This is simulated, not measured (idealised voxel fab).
The document below concerns the process module designated voxel transistor to metal.
FYI the section here is cut, 300 nm wide, cells are 5 nm squares.
Cross-section spec: square-cell grid; bands listed top down; each band is one or more rows. What a band's entry tells you: where the top is and where the bottom is, as heights in nm, and after that what lies inside, material by material from left to right, each with its width in nm. Empty space is written as the word "empty", and a single material marked with the word "all across" occupies the band from edge to edge. The reference from which all heights are counted is 0, the level beneath which the as-received wafer is entirely one material; the lowest band, having no lower bound, proceeds downward and is written after the example "0 down". The two numbers in a width such as "30 to 40" mark its ends across the band: the first belongs to the top row of cells, the second to the bottom row, and from each row to the next the width moves by the same amount. No cell of the cross-section changed in a step that is given as "stayed the same". "Fully sealed cavities" means: voids of 8 cells or more that are shut off from the top with no open way through. Written width x height at distance, distance from the left edge, in nm. What comes after the settings on a step's line is commentary from the simulator itself on that step. "overlay nm", when on a step's line for a step with a mask, measures how far to the right of its planned place the mask lay; a negative measure means to the left.
[Set out below are the planned steps of the process]
| 1 | RECEIVE | material Si |
| 2 | OXIDIZE | depth nm 5 |
| 3 | CONFORMAL_DEP | material SiN | thk nm 10 |
| 4 | MASKED_ETCH | tone cover | mask id ACTIVE | width nm 110 | pitch nm 140 | etch materials SiN | depth nm 10 | overlay nm 0 |
| 5 | MASKED_ETCH | tone cover | mask id ACTIVE | width nm 110 | pitch nm 140 | etch materials SiO2 | depth nm 5 | overlay nm 0 |
| 6 | MASKED_ETCH | tone cover | mask id ACTIVE | width nm 110 | pitch nm 140 | etch materials Si | depth nm 35 | overlay nm 0 |
| 7 | FILL_DEP | material SiO2 | thk nm 15 |
| 8 | CMP | height nm 10 |
| 9 | SELECTIVE_ETCH | etch materials SiO2 | depth nm 10 |
| 10 | STRIP | etch materials SiN |
| 11 | SELECTIVE_ETCH | etch materials SiO2 | depth nm 5 |
| 12 | OXIDIZE | depth nm 5 |
| 13 | DIRECTIONAL_DEP | material polySi | thk nm 30 |
| 14 | DIRECTIONAL_DEP | material SiCN | thk nm 15 |
| 15 | PATTERN | tone cover | mask id GATE | material resist | width nm 20 | pitch nm 140 | thk nm 15 | overlay nm 0 |
| 16 | DIRECTIONAL_ETCH | etch materials SiCN | depth nm 25 |
| 17 | DIRECTIONAL_ETCH | etch materials polySi | depth nm 40 |
| 18 | STRIP | etch materials resist |
| 19 | CONFORMAL_DEP | material SiO2 | thk nm 5 |
| 20 | DIRECTIONAL_ETCH | etch materials SiO2 | depth nm 5 |
| 21 | CONFORMAL_DEP | material SiN | thk nm 5 |
| 22 | DIRECTIONAL_ETCH | etch materials SiN | depth nm 5 |
| 23 | DIRECTIONAL_ETCH | etch materials SiO2 | depth nm 5 |
| 24 | DIRECTIONAL_ETCH | etch materials Si | depth nm 15 |
| 25 | EPI | material pSi | thk nm 15 |
| 26 | FILL_DEP | material SiO2 | thk nm 5 |
| 27 | CMP | height nm 40 |
| 28 | DIRECTIONAL_DEP | material SiO2 | thk nm 10 |
| 29 | MASKED_ETCH | tone open | mask id CONTACT | width nm 20 | pitch nm 70 | etch materials SiO2 | depth nm 60 | overlay nm 0 |
| 30 | CONFORMAL_DEP | material TiN | thk nm 5 |
| 31 | FILL_DEP | material W | thk nm 5 |
| 32 | CMP | height nm 50 |
| 33 | CONFORMAL_DEP | material SiCN | thk nm 5 |
| 34 | DIRECTIONAL_DEP | material SiO2 | thk nm 25 |
| 35 | MASKED_ETCH | tone open | mask id METAL_1 | width nm 20 | pitch nm 70 | etch materials SiO2 | depth nm 25 | overlay nm 0 |
| 36 | MASKED_ETCH | tone open | mask id METAL_1 | width nm 20 | pitch nm 70 | etch materials SiCN | depth nm 5 | overlay nm 0 |
| 37 | CONFORMAL_DEP | material TiN | thk nm 5 |
| 38 | FILL_DEP | material Cu | thk nm 10 |
| 39 | CMP | height nm 80 |
| 40 | EPI | material Ru | thk nm 5 |
| 41 | FILL_DEP | material SiCN | thk nm 5 |
[Wafer at receipt (post step 1), cross-section]
- 0 down: Si all across
- Fully sealed cavities: none
[Cross-sectional image of the first of two wafers at the end of the module, the run having proceeded as planned]
- 90 to 85: SiCN all across
- 85 to 80: SiCN: 30, then Ru: 30, then SiCN: 40, then Ru: 30, then SiCN: 40, then Ru: 30, then SiCN: 40, then Ru: 30, then SiCN: 30
- 80 to 55: SiO2: 35, then TiN: 5, then Cu: 10, then TiN: 5, then SiO2: 50, then TiN: 5, then Cu: 10, then TiN: 5, then SiO2: 50, then TiN: 5, then Cu: 10, then TiN: 5, then SiO2: 50, then TiN: 5, then Cu: 10, then TiN: 5, then SiO2: 35
- 55 to 50: SiCN: 35, then TiN: 20, then SiCN: 50, then TiN: 20, then SiCN: 50, then TiN: 20, then SiCN: 50, then TiN: 20, then SiCN: 35
- 50 to 40: SiO2: 35, then TiN: 5, then W: 10, then TiN: 5, then SiO2: 50, then TiN: 5, then W: 10, then TiN: 5, then SiO2: 50, then TiN: 5, then W: 10, then TiN: 5, then SiO2: 50, then TiN: 5, then W: 10, then TiN: 5, then SiO2: 35
- 40 to 25: SiO2: 35, then TiN: 5, then W: 10, then TiN: 5, then SiO2: 5, then SiN: 5, then SiO2: 5, then SiCN: 20, then SiO2: 5, then SiN: 5, then SiO2: 5, then TiN: 5, then W: 10, then TiN: 5, then SiO2: 50, then TiN: 5, then W: 10, then TiN: 5, then SiO2: 5, then SiN: 5, then SiO2: 5, then SiCN: 20, then SiO2: 5, then SiN: 5, then SiO2: 5, then TiN: 5, then W: 10, then TiN: 5, then SiO2: 35
- 25 to 10: SiO2: 35, then TiN: 5, then W: 10, then TiN: 5, then SiO2: 5, then SiN: 5, then SiO2: 5, then polySi: 20, then SiO2: 5, then SiN: 5, then SiO2: 5, then TiN: 5, then W: 10, then TiN: 5, then SiO2: 50, then TiN: 5, then W: 10, then TiN: 5, then SiO2: 5, then SiN: 5, then SiO2: 5, then polySi: 20, then SiO2: 5, then SiN: 5, then SiO2: 5, then TiN: 5, then W: 10, then TiN: 5, then SiO2: 35
- 10 to 5: SiO2: 35, then TiN: 20, then SiO2: 5, then SiN: 5, then SiO2: 5, then polySi: 20, then SiO2: 5, then SiN: 5, then SiO2: 5, then TiN: 20, then SiO2: 50, then TiN: 20, then SiO2: 5, then SiN: 5, then SiO2: 5, then polySi: 20, then SiO2: 5, then SiN: 5, then SiO2: 5, then TiN: 20, then SiO2: 35
- 5 to -5: SiO2: 35, then TiN: 10, then pSi: 15, then SiN: 5, then SiO2: 5, then polySi: 20, then SiO2: 5, then SiN: 5, then pSi: 15, then TiN: 10, then SiO2: 50, then TiN: 10, then pSi: 15, then SiN: 5, then SiO2: 5, then polySi: 20, then SiO2: 5, then SiN: 5, then pSi: 15, then TiN: 10, then SiO2: 35
- -5 to -10: SiO2: 35, then TiN: 10, then pSi: 15, then SiO2: 40, then pSi: 15, then TiN: 10, then SiO2: 50, then TiN: 10, then pSi: 15, then SiO2: 40, then pSi: 15, then TiN: 10, then SiO2: 35
- -10 to -25: SiO2: 25, then pSi: 35, then Si: 40, then pSi: 35, then SiO2: 30, then pSi: 35, then Si: 40, then pSi: 35, then SiO2: 25
- -25 to -40: SiO2: 25, then Si: 110, then SiO2: 30, then Si: 110, then SiO2: 25
- -40 down: Si all across
- Fully sealed cavities: none
[This is the second of the two wafers, cross-sectioned at the end of the module; it started exactly like the first and was given the same plan, but it was run with one mistake]
- 90 to 85: SiCN all across
- 85 to 80: SiCN: 30, then Ru: 30, then SiCN: 40, then Ru: 30, then SiCN: 40, then Ru: 30, then SiCN: 40, then Ru: 30, then SiCN: 30
- 80 to 55: SiO2: 35, then TiN: 5, then Cu: 10, then TiN: 5, then SiO2: 50, then TiN: 5, then Cu: 10, then TiN: 5, then SiO2: 50, then TiN: 5, then Cu: 10, then TiN: 5, then SiO2: 50, then TiN: 5, then Cu: 10, then TiN: 5, then SiO2: 35
- 55 to 50: SiCN: 35, then TiN: 20, then SiCN: 50, then TiN: 20, then SiCN: 50, then TiN: 20, then SiCN: 50, then TiN: 20, then SiCN: 35
- 50 to 40: SiO2: 35, then TiN: 5, then W: 10, then TiN: 5, then SiO2: 50, then TiN: 5, then W: 10, then TiN: 5, then SiO2: 50, then TiN: 5, then W: 10, then TiN: 5, then SiO2: 50, then TiN: 5, then W: 10, then TiN: 5, then SiO2: 35
- 40 to 25: SiO2: 35, then TiN: 5, then W: 10, then TiN: 5, then SiO2: 10, then SiN: 5, then SiO2: 5, then SiCN: 20, then SiO2: 5, then SiN: 5, then TiN: 5, then W: 10, then TiN: 5, then SiO2: 50, then TiN: 5, then W: 10, then TiN: 5, then SiO2: 10, then SiN: 5, then SiO2: 5, then SiCN: 20, then SiO2: 5, then SiN: 5, then TiN: 5, then W: 10, then TiN: 5, then SiO2: 35
- 25 to 10: SiO2: 35, then TiN: 5, then W: 10, then TiN: 5, then SiO2: 10, then SiN: 5, then SiO2: 5, then polySi: 20, then SiO2: 5, then SiN: 5, then TiN: 5, then W: 10, then TiN: 5, then SiO2: 50, then TiN: 5, then W: 10, then TiN: 5, then SiO2: 10, then SiN: 5, then SiO2: 5, then polySi: 20, then SiO2: 5, then SiN: 5, then TiN: 5, then W: 10, then TiN: 5, then SiO2: 35
- 10 to 5: SiO2: 35, then TiN: 5, then W: 5, then TiN: 10, then SiO2: 10, then SiN: 5, then SiO2: 5, then polySi: 20, then SiO2: 5, then SiN: 5, then TiN: 20, then SiO2: 50, then TiN: 5, then W: 5, then TiN: 10, then SiO2: 10, then SiN: 5, then SiO2: 5, then polySi: 20, then SiO2: 5, then SiN: 5, then TiN: 20, then SiO2: 35
- 5 to -5: SiO2: 35, then TiN: 5, then W: 5, then TiN: 5, then pSi: 15, then SiN: 5, then SiO2: 5, then polySi: 20, then SiO2: 5, then SiN: 5, then pSi: 15, then TiN: 5, then SiO2: 50, then TiN: 5, then W: 5, then TiN: 5, then pSi: 15, then SiN: 5, then SiO2: 5, then polySi: 20, then SiO2: 5, then SiN: 5, then pSi: 15, then TiN: 5, then SiO2: 35
- -5 to -10: SiO2: 35, then TiN: 15, then pSi: 15, then SiO2: 40, then pSi: 15, then TiN: 5, then SiO2: 50, then TiN: 15, then pSi: 15, then SiO2: 40, then pSi: 15, then TiN: 5, then SiO2: 35
- -10 to -25: SiO2: 25, then pSi: 40, then Si: 40, then pSi: 30, then SiO2: 30, then pSi: 40, then Si: 40, then pSi: 30, then SiO2: 25
- -25 to -40: SiO2: 25, then Si: 110, then SiO2: 30, then Si: 110, then SiO2: 25
- -40 down: Si all across
- Fully sealed cavities: none
What was the processing mistake? planned and actual differ for step 15; actual: PATTERN | tone cover | mask id GATE | material resist | width nm 20 | pitch nm 140 | thk nm 15 | overlay nm 5
The final cell counts differ between the wafers, with the second having more or fewer of some materials than the first: -6 TiN; +6 W
